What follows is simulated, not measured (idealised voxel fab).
Process module in this document: voxel transistor to metal
We display cut, a cross-section 140 nm in width whose square cells are each 5 nm.
Cross-section layout: square cells on a grid; listed as bands, top to bottom; a band spans one or more cell rows.
Quick guide to a band line: top height, bottom height (nm) up front; then every material left to right with its width in nm. Only one material and it's marked "throughout"? Then it fills the band edge to edge. And "air" just means empty space.
Heights are measured from 0, the level below which the as-received wafer is all one material; the lowest band has no bottom and continues downward, written as in "0 down".
Width "30..40": first value at the band's top row of cells, second value at its bottom row, equal change from row to row.
Key: "left unchanged" - step with no changed cell in the cross-section.
Basically, "Unvented cavities" tells you about the enclosed voids: empty spaces with no open way to the top, 8 cells or bigger, each written width x height at distance, where distance is from the left edge, all in nm.
The remark found on a step's line after its settings is issued by the simulator itself and pertains to that step.
The optional step-line setting "overlay nm" applies to steps with a mask and quantifies how far to the right of its planned location the mask lay, a negative value indicating leftward placement.
Before/after cross-section pairs, one process step each; after shown to lowest changed band; step and settings beneath. Pairs may be from different runs of this module on the same starting wafer; a pair continues from the one above only where its "State before step" entry says so.

# State before step
- 80 to 75  25 nm TiN, 10 nm air, 70 nm TiN, 10 nm air, 25 nm TiN
- 75 to 70  20 nm SiCN, 20 nm TiN, 60 nm SiCN, 20 nm TiN, 20 nm SiCN
- 70 to 55  SiO2 throughout
- 55 to 40  20 nm SiO2, 5 nm TiN, 10 nm Ru, 5 nm TiN, 60 nm SiO2, 5 nm TiN, 10 nm Ru, 5 nm TiN, 20 nm SiO2
- 40 to 25  20 nm SiO2, 5 nm TiN, 10 nm Ru, 5 nm TiN, 10 nm SiO2, 5 nm SiN, 5 nm SiO2, 20 nm SiCN, 5 nm SiO2, 5 nm SiN, 10 nm SiO2, 5 nm TiN, 10 nm Ru, 5 nm TiN, 20 nm SiO2
- 25 to 10  20 nm SiO2, 5 nm TiN, 10 nm Ru, 5 nm TiN, 10 nm SiO2, 5 nm SiN, 5 nm SiO2, 20 nm polySi, 5 nm SiO2, 5 nm SiN, 10 nm SiO2, 5 nm TiN, 10 nm Ru, 5 nm TiN, 20 nm SiO2
- 10 to 5  20 nm SiO2, 20 nm TiN, 10 nm SiO2, 5 nm SiN, 5 nm SiO2, 20 nm polySi, 5 nm SiO2, 5 nm SiN, 10 nm SiO2, 20 nm TiN, 20 nm SiO2
- 5 to 0  15 nm SiO2, 35 nm SiGe, 5 nm SiN, 5 nm SiO2, 20 nm polySi, 5 nm SiO2, 5 nm SiN, 35 nm SiGe, 15 nm SiO2
- 0 to -5  15 nm SiO2, 5 nm SiN, 30 nm SiGe, 5 nm SiN, 5 nm SiO2, 20 nm polySi, 5 nm SiO2, 5 nm SiN, 30 nm SiGe, 5 nm SiN, 15 nm SiO2
- -5 to -10  20 nm SiO2, 30 nm SiGe, 40 nm SiO2, 30 nm SiGe, 20 nm SiO2
- -10 to -20  15 nm SiO2, 5 nm Si, 30 nm SiGe, 40 nm Si, 30 nm SiGe, 5 nm Si, 15 nm SiO2
- -20 to -40  15 nm SiO2, 110 nm Si, 15 nm SiO2
- -40 down  Si throughout
- Unvented cavities: none

# Resultant Cross-Section
- 90 to 80  W throughout
- 80 to 75  25 nm TiN, 10 nm W, 70 nm TiN, 10 nm W, 25 nm TiN
- Rest of section, below 75: as before.
- Unvented cavities: none
The two cross-sections above are separated by a single process step, namely FILL_DEP [material W] [thk nm 10]

State before step: same picture as after in the pair right above, so we don't repeat it.

# Resultant Cross-Section
- 75 to 70  20 nm SiCN, 20 nm TiN, 60 nm SiCN, 20 nm TiN, 20 nm SiCN
- Rest of section, below 70: as before.
- Unvented cavities: none
The two cross-sections above are separated by a single process step, namely CMP [height nm 75]

State before step: same picture as after in the pair right above, so we don't repeat it.

# Resultant Cross-Section
- 80 to 75  SiCN throughout
- Rest of section, below 75: as before.
- Unvented cavities: none
The two cross-sections above are separated by a single process step, namely CONFORMAL_DEP [material SiCN] [thk nm 5]

# State before step
- 0 to -5  10 nm SiO2, 120 nm air, 10 nm SiO2
- -5 to -10  SiO2 throughout
- -10 to -40  15 nm SiO2, 110 nm Si, 15 nm SiO2
- -40 down  Si throughout
- Unvented cavities: none

# Resultant Cross-Section
- 25 to 20  10 nm polySi, 120 nm air, 10 nm polySi
- 20 to 0  polySi throughout
- 0 to -5  10 nm SiO2, 120 nm polySi, 10 nm SiO2
- Rest of section, below -5: as before.
- Unvented cavities: none
The two cross-sections above are separated by a single process step, namely DIRECTIONAL_DEP [material polySi] [thk nm 25]

State before step: same picture as after in the pair right above, so we don't repeat it.

# Resultant Cross-Section
- 40 to 35  10 nm SiCN, 120 nm air, 10 nm SiCN
- 35 to 25  SiCN throughout
- 25 to 20  10 nm polySi, 120 nm SiCN, 10 nm polySi
- Rest of section, below 20: as before.
- Unvented cavities: none
The two cross-sections above are separated by a single process step, namely DIRECTIONAL_DEP [material SiCN] [thk nm 15]

State before step: same picture as after in the pair right above, so we don't repeat it.

# Resultant Cross-Section
- 50 to 45  10 nm aC, 120 nm air, 10 nm aC
- 45 to 40  aC throughout
- 40 to 35  10 nm SiCN, 120 nm aC, 10 nm SiCN
- Rest of section, below 35: as before.
- Unvented cavities: none
The two cross-sections above are separated by a single process step, namely DIRECTIONAL_DEP [material aC] [thk nm 10]

State before step: same picture as after in the pair right above, so we don't repeat it.

# Resultant Cross-Section
- 75 to 50  60 nm air, 20 nm resist, 60 nm air
- 50 to 45  10 nm aC, 50 nm air, 20 nm resist, 50 nm air, 10 nm aC
- Rest of section, below 45: as before.
- Unvented cavities: none
The two cross-sections above are separated by a single process step, namely PATTERN [tone cover] [mask id GATE] [material resist] [width nm 20] [thk nm 25] [overlay nm 0]

State before step: same picture as after in the pair right above, so we don't repeat it.

# Resultant Cross-Section
- 65 to 45  60 nm air, 20 nm resist, 60 nm air
- 45 to 40  60 nm air, 20 nm aC, 60 nm air
- 40 to 35  10 nm SiCN, 50 nm air, 20 nm aC, 50 nm air, 10 nm SiCN
- Rest of section, below 35: as before.
- Unvented cavities: none
The two cross-sections above are separated by a single process step, namely DIRECTIONAL_ETCH [etch materials aC] [depth nm 10]

State before step: same picture as after in the pair right above, so we don't repeat it.

# Resultant Cross-Section
- 45 to 40  60 nm air, 20 nm aC, 60 nm air
- Rest of section, below 40: as before.
- Unvented cavities: none
The two cross-sections above are separated by a single process step, namely STRIP [etch materials resist]

State before step: same picture as after in the pair right above, so we don't repeat it.

# Resultant Cross-Section
- 45 to 35  60 nm air, 20 nm aC, 60 nm air
- 35 to 25  60 nm air, 20 nm SiCN, 60 nm air
- 25 to 20  10 nm polySi, 50 nm air, 20 nm SiCN, 50 nm air, 10 nm polySi
- Rest of section, below 20: as before.
- Unvented cavities: none
The two cross-sections above are separated by a single process step, namely DIRECTIONAL_ETCH [etch materials SiCN] [depth nm 25]

State before step: same picture as after in the pair right above, so we don't repeat it.

# Resultant Cross-Section
- 45 to 35  60 nm air, 20 nm aC, 60 nm air
- 35 to 20  60 nm air, 20 nm SiCN, 60 nm air
- 20 to 0  60 nm air, 20 nm polySi, 60 nm air
- 0 to -5  10 nm SiO2, 50 nm air, 20 nm polySi, 50 nm air, 10 nm SiO2
- Rest of section, below -5: as before.
- Unvented cavities: none
The two cross-sections above are separated by a single process step, namely DIRECTIONAL_ETCH [etch materials polySi] [depth nm 40]

State before step: same picture as after in the pair right above, so we don't repeat it.

# Resultant Cross-Section
- 35 to 20  60 nm air, 20 nm SiCN, 60 nm air
- Rest of section, below 20: as before.
- Unvented cavities: none
The two cross-sections above are separated by a single process step, namely STRIP [etch materials aC]

State before step: same picture as after in the pair right above, so we don't repeat it.

# Resultant Cross-Section
- 40 to 35  55 nm air, 30 nm SiO2, 55 nm air
- 35 to 20  55 nm air, 5 nm SiO2, 20 nm SiCN, 5 nm SiO2, 55 nm air
- 20 to 5  55 nm air, 5 nm SiO2, 20 nm polySi, 5 nm SiO2, 55 nm air
- 5 to 0  15 nm SiO2, 40 nm air, 5 nm SiO2, 20 nm polySi, 5 nm SiO2, 40 nm air, 15 nm SiO2
- 0 to -5  60 nm SiO2, 20 nm polySi, 60 nm SiO2
- Rest of section, below -5: as before.
- Unvented cavities: none
The two cross-sections above are separated by a single process step, namely CONFORMAL_DEP [material SiO2] [thk nm 5]

State before step: same picture as after in the pair right above, so we don't repeat it.

# Resultant Cross-Section
- 35 to 20  55 nm air, 5 nm SiO2, 20 nm SiCN, 5 nm SiO2, 55 nm air
- 20 to 0  55 nm air, 5 nm SiO2, 20 nm polySi, 5 nm SiO2, 55 nm air
- 0 to -5  15 nm SiO2, 40 nm air, 5 nm SiO2, 20 nm polySi, 5 nm SiO2, 40 nm air, 15 nm SiO2
- Rest of section, below -5: as before.
- Unvented cavities: none
The two cross-sections above are separated by a single process step, namely DIRECTIONAL_ETCH [etch materials SiO2] [depth nm 5]

State before step: same picture as after in the pair right above, so we don't repeat it.

# Resultant Cross-Section
- 40 to 35  50 nm air, 40 nm SiN, 50 nm air
- 35 to 20  50 nm air, 5 nm SiN, 5 nm SiO2, 20 nm SiCN, 5 nm SiO2, 5 nm SiN, 50 nm air
- 20 to 5  50 nm air, 5 nm SiN, 5 nm SiO2, 20 nm polySi, 5 nm SiO2, 5 nm SiN, 50 nm air
- 5 to 0  20 nm SiN, 30 nm air, 5 nm SiN, 5 nm SiO2, 20 nm polySi, 5 nm SiO2, 5 nm SiN, 30 nm air, 20 nm SiN
- 0 to -5  15 nm SiO2, 40 nm SiN, 5 nm SiO2, 20 nm polySi, 5 nm SiO2, 40 nm SiN, 15 nm SiO2
- Rest of section, below -5: as before.
- Unvented cavities: none
The two cross-sections above are separated by a single process step, namely CONFORMAL_DEP [material SiN] [thk nm 5]

State before step: same picture as after in the pair right above, so we don't repeat it.

# Resultant Cross-Section
- 35 to 20  50 nm air, 5 nm SiN, 5 nm SiO2, 20 nm SiCN, 5 nm SiO2, 5 nm SiN, 50 nm air
- 20 to 0  50 nm air, 5 nm SiN, 5 nm SiO2, 20 nm polySi, 5 nm SiO2, 5 nm SiN, 50 nm air
- 0 to -5  15 nm SiO2, 5 nm SiN, 30 nm air, 5 nm SiN, 5 nm SiO2, 20 nm polySi, 5 nm SiO2, 5 nm SiN, 30 nm air, 5 nm SiN, 15 nm SiO2
- Rest of section, below -5: as before.
- Unvented cavities: none
The two cross-sections above are separated by a single process step, namely DIRECTIONAL_ETCH [etch materials SiN] [depth nm 5]

State before step: same picture as after in the pair right above, so we don't repeat it.

# Resultant Cross-Section
- 35 to 30  50 nm air, 5 nm SiN, 5 nm air, 20 nm SiCN, 5 nm air, 5 nm SiN, 50 nm air
- 30 to 20  50 nm air, 5 nm SiN, 5 nm SiO2, 20 nm SiCN, 5 nm SiO2, 5 nm SiN, 50 nm air
- 20 to 0  50 nm air, 5 nm SiN, 5 nm SiO2, 20 nm polySi, 5 nm SiO2, 5 nm SiN, 50 nm air
- 0 to -5  15 nm air, 5 nm SiN, 30 nm air, 5 nm SiN, 5 nm SiO2, 20 nm polySi, 5 nm SiO2, 5 nm SiN, 30 nm air, 5 nm SiN, 15 nm air
- -5 to -10  20 nm SiO2, 30 nm air, 40 nm SiO2, 30 nm air, 20 nm SiO2
- Rest of section, below -10: as before.
- Unvented cavities: none
The two cross-sections above are separated by a single process step, namely DIRECTIONAL_ETCH [etch materials SiO2] [depth nm 5]

State before step: same picture as after in the pair right above, so we don't repeat it.

# Resultant Cross-Section
- 35 to 30  50 nm air, 5 nm SiN, 5 nm air, 20 nm SiCN, 5 nm air, 5 nm SiN, 50 nm air
- 30 to 20  50 nm air, 5 nm SiN, 5 nm SiO2, 20 nm SiCN, 5 nm SiO2, 5 nm SiN, 50 nm air
- 20 to 0  50 nm air, 5 nm SiN, 5 nm SiO2, 20 nm polySi, 5 nm SiO2, 5 nm SiN, 50 nm air
- 0 to -5  15 nm air, 5 nm SiN, 30 nm air, 5 nm SiN, 5 nm SiO2, 20 nm polySi, 5 nm SiO2, 5 nm SiN, 30 nm air, 5 nm SiN, 15 nm air
- -5 to -10  20 nm SiO2, 30 nm air, 40 nm SiO2, 30 nm air, 20 nm SiO2
- -10 to -20  15 nm SiO2, 5 nm Si, 30 nm air, 40 nm Si, 30 nm air, 5 nm Si, 15 nm SiO2
- Rest of section, below -20: as before.
- Unvented cavities: none
The two cross-sections above are separated by a single process step, namely DIRECTIONAL_ETCH [etch materials Si] [depth nm 10]

State before step: same picture as after in the pair right above, so we don't repeat it.

# Resultant Cross-Section
- 35 to 30  50 nm air, 5 nm SiN, 5 nm air, 20 nm SiCN, 5 nm air, 5 nm SiN, 50 nm air
- 30 to 20  50 nm air, 5 nm SiN, 5 nm SiO2, 20 nm SiCN, 5 nm SiO2, 5 nm SiN, 50 nm air
- 20 to 5  50 nm air, 5 nm SiN, 5 nm SiO2, 20 nm polySi, 5 nm SiO2, 5 nm SiN, 50 nm air
- 5 to 0  15 nm air, 35 nm SiGe, 5 nm SiN, 5 nm SiO2, 20 nm polySi, 5 nm SiO2, 5 nm SiN, 35 nm SiGe, 15 nm air
- 0 to -5  15 nm air, 5 nm SiN, 30 nm SiGe, 5 nm SiN, 5 nm SiO2, 20 nm polySi, 5 nm SiO2, 5 nm SiN, 30 nm SiGe, 5 nm SiN, 15 nm air
- -5 to -10  20 nm SiO2, 30 nm SiGe, 40 nm SiO2, 30 nm SiGe, 20 nm SiO2
- -10 to -20  15 nm SiO2, 5 nm Si, 30 nm SiGe, 40 nm Si, 30 nm SiGe, 5 nm Si, 15 nm SiO2
- Rest of section, below -20: as before.
- Unvented cavities: none
The two cross-sections above are separated by a single process step, namely EPI [material SiGe] [thk nm 15]

State before step: same picture as after in the pair right above, so we don't repeat it.

# Resultant Cross-Section
- 40 to 35  SiO2 throughout
- 35 to 20  50 nm SiO2, 5 nm SiN, 5 nm SiO2, 20 nm SiCN, 5 nm SiO2, 5 nm SiN, 50 nm SiO2
- 20 to 5  50 nm SiO2, 5 nm SiN, 5 nm SiO2, 20 nm polySi, 5 nm SiO2, 5 nm SiN, 50 nm SiO2
- 5 to 0  15 nm SiO2, 35 nm SiGe, 5 nm SiN, 5 nm SiO2, 20 nm polySi, 5 nm SiO2, 5 nm SiN, 35 nm SiGe, 15 nm SiO2
- 0 to -5  15 nm SiO2, 5 nm SiN, 30 nm SiGe, 5 nm SiN, 5 nm SiO2, 20 nm polySi, 5 nm SiO2, 5 nm SiN, 30 nm SiGe, 5 nm SiN, 15 nm SiO2
- Rest of section, below -5: as before.
- Unvented cavities: none
The two cross-sections above are separated by a single process step, namely FILL_DEP [material SiO2] [thk nm 5]

State before step: same picture as after in the pair right above, so we don't repeat it.

# Resultant Cross-Section
- 55 to 35  SiO2 throughout
- Rest of section, below 35: as before.
- Unvented cavities: none
The two cross-sections above are separated by a single process step, namely DIRECTIONAL_DEP [material SiO2] [thk nm 15]

State before step: same picture as after in the pair right above, so we don't repeat it.

# Resultant Cross-Section
- 70 to 55  aC throughout
- Rest of section, below 55: as before.
- Unvented cavities: none
The two cross-sections above are separated by a single process step, namely DIRECTIONAL_DEP [material aC] [thk nm 15]

State before step: same picture as after in the pair right above, so we don't repeat it.

# Resultant Cross-Section
- 100 to 70  20 nm resist, 20 nm air, 60 nm resist, 20 nm air, 20 nm resist
- Rest of section, below 70: as before.
- Unvented cavities: none
The two cross-sections above are separated by a single process step, namely PATTERN [tone open] [mask id CONTACT] [material resist] [width nm 20] [pitch nm 80] [thk nm 30] [overlay nm 0]

State before step: same picture as after in the pair right above, so we don't repeat it.

# Resultant Cross-Section
- 85 to 70  20 nm resist, 20 nm air, 60 nm resist, 20 nm air, 20 nm resist
- 70 to 55  20 nm aC, 20 nm air, 60 nm aC, 20 nm air, 20 nm aC
- Rest of section, below 55: as before.
- Unvented cavities: none
The two cross-sections above are separated by a single process step, namely DIRECTIONAL_ETCH [etch materials aC] [depth nm 15]

State before step: same picture as after in the pair right above, so we don't repeat it.

# Resultant Cross-Section
- 70 to 55  20 nm aC, 20 nm air, 60 nm aC, 20 nm air, 20 nm aC
- Rest of section, below 55: as before.
- Unvented cavities: none
The two cross-sections above are separated by a single process step, namely STRIP [etch materials resist]

State before step: same picture as after in the pair right above, so we don't repeat it.

# Resultant Cross-Section
- 70 to 55  20 nm aC, 20 nm air, 60 nm aC, 20 nm air, 20 nm aC
- 55 to 35  20 nm SiO2, 20 nm air, 60 nm SiO2, 20 nm air, 20 nm SiO2
- 35 to 20  20 nm SiO2, 20 nm air, 10 nm SiO2, 5 nm SiN, 5 nm SiO2, 20 nm SiCN, 5 nm SiO2, 5 nm SiN, 10 nm SiO2, 20 nm air, 20 nm SiO2
- 20 to 5  20 nm SiO2, 20 nm air, 10 nm SiO2, 5 nm SiN, 5 nm SiO2, 20 nm polySi, 5 nm SiO2, 5 nm SiN, 10 nm SiO2, 20 nm air, 20 nm SiO2
- Rest of section, below 5: as before.
- Unvented cavities: none
The two cross-sections above are separated by a single process step, namely DIRECTIONAL_ETCH [etch materials SiO2] [depth nm 50]

State before step: same picture as after in the pair right above, so we don't repeat it.

# Resultant Cross-Section
- 55 to 35  20 nm SiO2, 20 nm air, 60 nm SiO2, 20 nm air, 20 nm SiO2
- Rest of section, below 35: as before.
- Unvented cavities: none
The two cross-sections above are separated by a single process step, namely STRIP [etch materials aC]

State before step: same picture as after in the pair right above, so we don't repeat it.

# Resultant Cross-Section
- 60 to 55  25 nm TiN, 10 nm air, 70 nm TiN, 10 nm air, 25 nm TiN
- 55 to 35  20 nm SiO2, 5 nm TiN, 10 nm air, 5 nm TiN, 60 nm SiO2, 5 nm TiN, 10 nm air, 5 nm TiN, 20 nm SiO2
- 35 to 20  20 nm SiO2, 5 nm TiN, 10 nm air, 5 nm TiN, 10 nm SiO2, 5 nm SiN, 5 nm SiO2, 20 nm SiCN, 5 nm SiO2, 5 nm SiN, 10 nm SiO2, 5 nm TiN, 10 nm air, 5 nm TiN, 20 nm SiO2
- 20 to 10  20 nm SiO2, 5 nm TiN, 10 nm air, 5 nm TiN, 10 nm SiO2, 5 nm SiN, 5 nm SiO2, 20 nm polySi, 5 nm SiO2, 5 nm SiN, 10 nm SiO2, 5 nm TiN, 10 nm air, 5 nm TiN, 20 nm SiO2
- 10 to 5  20 nm SiO2, 20 nm TiN, 10 nm SiO2, 5 nm SiN, 5 nm SiO2, 20 nm polySi, 5 nm SiO2, 5 nm SiN, 10 nm SiO2, 20 nm TiN, 20 nm SiO2
- Rest of section, below 5: as before.
- Unvented cavities: none
The two cross-sections above are separated by a single process step, namely CONFORMAL_DEP [material TiN] [thk nm 5]

State before step: same picture as after in the pair right above, so we don't repeat it.

# Resultant Cross-Section
- 70 to 60  Ru throughout
- 60 to 55  25 nm TiN, 10 nm Ru, 70 nm TiN, 10 nm Ru, 25 nm TiN
- 55 to 35  20 nm SiO2, 5 nm TiN, 10 nm Ru, 5 nm TiN, 60 nm SiO2, 5 nm TiN, 10 nm Ru, 5 nm TiN, 20 nm SiO2
- 35 to 20  20 nm SiO2, 5 nm TiN, 10 nm Ru, 5 nm TiN, 10 nm SiO2, 5 nm SiN, 5 nm SiO2, 20 nm SiCN, 5 nm SiO2, 5 nm SiN, 10 nm SiO2, 5 nm TiN, 10 nm Ru, 5 nm TiN, 20 nm SiO2
- 20 to 10  20 nm SiO2, 5 nm TiN, 10 nm Ru, 5 nm TiN, 10 nm SiO2, 5 nm SiN, 5 nm SiO2, 20 nm polySi, 5 nm SiO2, 5 nm SiN, 10 nm SiO2, 5 nm TiN, 10 nm Ru, 5 nm TiN, 20 nm SiO2
- Rest of section, below 10: as before.
- Unvented cavities: none
The two cross-sections above are separated by a single process step, namely FILL_DEP [material Ru] [thk nm 10]

State before step: same picture as after in the pair right above, so we don't repeat it.

# Resultant Cross-Section
- 55 to 35  20 nm SiO2, 5 nm TiN, 10 nm Ru, 5 nm TiN, 60 nm SiO2, 5 nm TiN, 10 nm Ru, 5 nm TiN, 20 nm SiO2
- Rest of section, below 35: as before.
- Unvented cavities: none
The two cross-sections above are separated by a single process step, namely CMP [height nm 55]

State before step: same picture as after in the pair right above, so we don't repeat it.

# Resultant Cross-Section
- 60 to 55  SiCN throughout
- Rest of section, below 55: as before.
- Unvented cavities: none
The two cross-sections above are separated by a single process step, namely CONFORMAL_DEP [material SiCN] [thk nm 5]

State before step: same picture as after in the pair right above, so we don't repeat it.

# Resultant Cross-Section
- 75 to 60  SiO2 throughout
- Rest of section, below 60: as before.
- Unvented cavities: none
The two cross-sections above are separated by a single process step, namely DIRECTIONAL_DEP [material SiO2] [thk nm 15]

State before step: same picture as after in the pair right above, so we don't repeat it.

# Resultant Cross-Section
- 90 to 75  aC throughout
- Rest of section, below 75: as before.
- Unvented cavities: none
The two cross-sections above are separated by a single process step, namely DIRECTIONAL_DEP [material aC] [thk nm 15]

State before step: same picture as after in the pair right above, so we don't repeat it.

# Resultant Cross-Section
- 125 to 90  20 nm resist, 20 nm air, 60 nm resist, 20 nm air, 20 nm resist
- Rest of section, below 90: as before.
- Unvented cavities: none
The two cross-sections above are separated by a single process step, namely PATTERN [tone open] [mask id METAL_1] [material resist] [width nm 20] [pitch nm 80] [thk nm 35] [overlay nm 0]

State before step: same picture as after in the pair right above, so we don't repeat it.

# Resultant Cross-Section
- 110 to 90  20 nm resist, 20 nm air, 60 nm resist, 20 nm air, 20 nm resist
- 90 to 75  20 nm aC, 20 nm air, 60 nm aC, 20 nm air, 20 nm aC
- Rest of section, below 75: as before.
- Unvented cavities: none
The two cross-sections above are separated by a single process step, namely DIRECTIONAL_ETCH [etch materials aC] [depth nm 15]

State before step: same picture as after in the pair right above, so we don't repeat it.

# Resultant Cross-Section
- 90 to 75  20 nm aC, 20 nm air, 60 nm aC, 20 nm air, 20 nm aC
- Rest of section, below 75: as before.
- Unvented cavities: none
The two cross-sections above are separated by a single process step, namely STRIP [etch materials resist]

State before step: same picture as after in the pair right above, so we don't repeat it.

# Resultant Cross-Section
- 90 to 75  20 nm aC, 20 nm air, 60 nm aC, 20 nm air, 20 nm aC
- 75 to 60  20 nm SiO2, 20 nm air, 60 nm SiO2, 20 nm air, 20 nm SiO2
- Rest of section, below 60: as before.
- Unvented cavities: none
The two cross-sections above are separated by a single process step, namely DIRECTIONAL_ETCH [etch materials SiO2] [depth nm 15]

State before step: same picture as after in the pair right above, so we don't repeat it.

# Resultant Cross-Section
- 90 to 75  20 nm aC, 20 nm air, 60 nm aC, 20 nm air, 20 nm aC
- 75 to 60  20 nm SiO2, 20 nm air, 60 nm SiO2, 20 nm air, 20 nm SiO2
- 60 to 55  20 nm SiCN, 20 nm air, 60 nm SiCN, 20 nm air, 20 nm SiCN
- Rest of section, below 55: as before.
- Unvented cavities: none
The two cross-sections above are separated by a single process step, namely DIRECTIONAL_ETCH [etch materials SiCN] [depth nm 5]

State before step: same picture as after in the pair right above, so we don't repeat it.

# Resultant Cross-Section
- 75 to 60  20 nm SiO2, 20 nm air, 60 nm SiO2, 20 nm air, 20 nm SiO2
- Rest of section, below 60: as before.
- Unvented cavities: none
The two cross-sections above are separated by a single process step, namely STRIP [etch materials aC]

State before step: same picture as after in the pair right above, so we don't repeat it.

# Resultant Cross-Section
- 80 to 75  25 nm TiN, 10 nm air, 70 nm TiN, 10 nm air, 25 nm TiN
- 75 to 60  20 nm SiO2, 5 nm TiN, 10 nm air, 5 nm TiN, 60 nm SiO2, 5 nm TiN, 10 nm air, 5 nm TiN, 20 nm SiO2
- 60 to 55  20 nm SiCN, 20 nm TiN, 60 nm SiCN, 20 nm TiN, 20 nm SiCN
- Rest of section, below 55: as before.
- Unvented cavities: none
The two cross-sections above are separated by a single process step, namely CONFORMAL_DEP [material TiN] [thk nm 5]

State before step: same picture as after in the pair right above, so we don't repeat it.

# Resultant Cross-Section
- 90 to 80  W throughout
- 80 to 75  25 nm TiN, 10 nm W, 70 nm TiN, 10 nm W, 25 nm TiN
- 75 to 60  20 nm SiO2, 5 nm TiN, 10 nm W, 5 nm TiN, 60 nm SiO2, 5 nm TiN, 10 nm W, 5 nm TiN, 20 nm SiO2
- Rest of section, below 60: as before.
- Unvented cavities: none
The two cross-sections above are separated by a single process step, namely FILL_DEP [material W] [thk nm 10]

State before step: same picture as after in the pair right above, so we don't repeat it.

# Resultant Cross-Section
- 75 to 60  20 nm SiO2, 5 nm TiN, 10 nm W, 5 nm TiN, 60 nm SiO2, 5 nm TiN, 10 nm W, 5 nm TiN, 20 nm SiO2
- Rest of section, below 60: as before.
- Unvented cavities: none
The two cross-sections above are separated by a single process step, namely CMP [height nm 75]

State before step: same picture as after in the pair right above, so we don't repeat it.

# Resultant Cross-Section
- 80 to 75  SiCN throughout
- Rest of section, below 75: as before.
- Unvented cavities: none
The two cross-sections above are separated by a single process step, namely CONFORMAL_DEP [material SiCN] [thk nm 5]

# State before step
- 15 to 0  SiN throughout
- 0 to -5  SiO2 throughout
- -5 down  Si throughout
- Unvented cavities: none

# Resultant Cross-Section
- 15 to 0  20 nm air, 105 nm SiN, 15 nm air
- Rest of section, below 0: as before.
- Unvented cavities: none
The two cross-sections above are separated by a single process step, namely MASKED_ETCH [tone cover] [mask id ACTIVE] [width nm 105] [etch materials SiN] [depth nm 15] [overlay nm 0]

State before step: same picture as after in the pair right above, so we don't repeat it.

# Resultant Cross-Section
- 15 to 0  20 nm air, 105 nm SiN, 15 nm air
- 0 to -5  15 nm air, 110 nm SiO2, 15 nm air
- Rest of section, below -5: as before.
- Unvented cavities: none
The two cross-sections above are separated by a single process step, namely MASKED_ETCH [tone cover] [mask id ACTIVE] [width nm 110] [etch materials SiO2] [depth nm 5] [overlay nm 0]

State before step: same picture as after in the pair right above, so we don't repeat it.

# Resultant Cross-Section
- 15 to 0  20 nm air, 105 nm SiN, 15 nm air
- 0 to -5  15 nm air, 110 nm SiO2, 15 nm air
- -5 to -40  15 nm air, 110 nm Si, 15 nm air
- Rest of section, below -40: as before.
- Unvented cavities: none
The two cross-sections above are separated by a single process step, namely MASKED_ETCH [tone cover] [mask id ACTIVE] [width nm 110] [etch materials Si] [depth nm 35] [overlay nm 0]

State before step: same picture as after in the pair right above, so we don't repeat it.

# Resultant Cross-Section
- 20 to 15  SiO2 throughout
- 15 to 0  20 nm SiO2, 105 nm SiN, 15 nm SiO2
- 0 to -5  SiO2 throughout
- -5 to -40  15 nm SiO2, 110 nm Si, 15 nm SiO2
- Rest of section, below -40: as before.
- Unvented cavities: none
The two cross-sections above are separated by a single process step, namely FILL_DEP [material SiO2] [thk nm 5]

State before step: same picture as after in the pair right above, so we don't repeat it.

# Resultant Cross-Section
- 15 to 0  20 nm SiO2, 105 nm SiN, 15 nm SiO2
- Rest of section, below 0: as before.
- Unvented cavities: none
The two cross-sections above are separated by a single process step, namely CMP [height nm 15]

State before step: same picture as after in the pair right above, so we don't repeat it.

# Resultant Cross-Section
- 15 to 5  20 nm air, 105 nm SiN, 15 nm air
- Rest of section, below 5: as before.
- Unvented cavities: none
The two cross-sections above are separated by a single process step, namely SELECTIVE_ETCH [etch materials SiO2] [depth nm 10]

State before step: same picture as after in the pair right above, so we don't repeat it.

# Resultant Cross-Section
- 5 to 0  20 nm SiO2, 105 nm air, 15 nm SiO2
- Rest of section, below 0: as before.
- Unvented cavities: none
The two cross-sections above are separated by a single process step, namely STRIP [etch materials SiN]

State before step: same picture as after in the pair right above, so we don't repeat it.

# Resultant Cross-Section
- 0 to -5  15 nm SiO2, 115 nm air, 10 nm SiO2
- Rest of section, below -5: as before.
- Unvented cavities: none
The two cross-sections above are separated by a single process step, namely SELECTIVE_ETCH [etch materials SiO2] [depth nm 5]

State before step: same picture as after in the pair right above, so we don't repeat it.

# Resultant Cross-Section
- 0 to -5  15 nm SiO2, 115 nm air, 10 nm SiO2
- -5 to -10  SiO2 throughout
- Rest of section, below -10: as before.
- Unvented cavities: none
The two cross-sections above are separated by a single process step, namely OXIDIZE [depth nm 5]

State before step: same picture as after in the pair right above, so we don't repeat it.

# Resultant Cross-Section
- 30 to 25  15 nm polySi, 115 nm air, 10 nm polySi
- 25 to 0  polySi throughout
- 0 to -5  15 nm SiO2, 115 nm polySi, 10 nm SiO2
- Rest of section, below -5: as before.
- Unvented cavities: none
The two cross-sections above are separated by a single process step, namely DIRECTIONAL_DEP [material polySi] [thk nm 30]

State before step: same picture as after in the pair right above, so we don't repeat it.

# Resultant Cross-Section
- 45 to 40  15 nm SiCN, 115 nm air, 10 nm SiCN
- 40 to 30  SiCN throughout
- 30 to 25  15 nm polySi, 115 nm SiCN, 10 nm polySi
- Rest of section, below 25: as before.
- Unvented cavities: none
The two cross-sections above are separated by a single process step, namely DIRECTIONAL_DEP [material SiCN] [thk nm 15]

State before step: same picture as after in the pair right above, so we don't repeat it.

# Resultant Cross-Section
- 55 to 50  15 nm aC, 115 nm air, 10 nm aC
- 50 to 45  aC throughout
- 45 to 40  15 nm SiCN, 115 nm aC, 10 nm SiCN
- Rest of section, below 40: as before.
- Unvented cavities: none
The two cross-sections above are separated by a single process step, namely DIRECTIONAL_DEP [material aC] [thk nm 10]

State before step: same picture as after in the pair right above, so we don't repeat it.

# Resultant Cross-Section
- 80 to 55  60 nm air, 20 nm resist, 60 nm air
- 55 to 50  15 nm aC, 45 nm air, 20 nm resist, 50 nm air, 10 nm aC
- Rest of section, below 50: as before.
- Unvented cavities: none
The two cross-sections above are separated by a single process step, namely PATTERN [tone cover] [mask id GATE] [material resist] [width nm 20] [thk nm 25] [overlay nm 0]

State before step: same picture as after in the pair right above, so we don't repeat it.

# Resultant Cross-Section
- 70 to 50  60 nm air, 20 nm resist, 60 nm air
- 50 to 45  60 nm air, 20 nm aC, 60 nm air
- 45 to 40  15 nm SiCN, 45 nm air, 20 nm aC, 50 nm air, 10 nm SiCN
- Rest of section, below 40: as before.
- Unvented cavities: none
The two cross-sections above are separated by a single process step, namely DIRECTIONAL_ETCH [etch materials aC] [depth nm 10]

State before step: same picture as after in the pair right above, so we don't repeat it.

# Resultant Cross-Section
- 50 to 45  60 nm air, 20 nm aC, 60 nm air
- Rest of section, below 45: as before.
- Unvented cavities: none
The two cross-sections above are separated by a single process step, namely STRIP [etch materials resist]
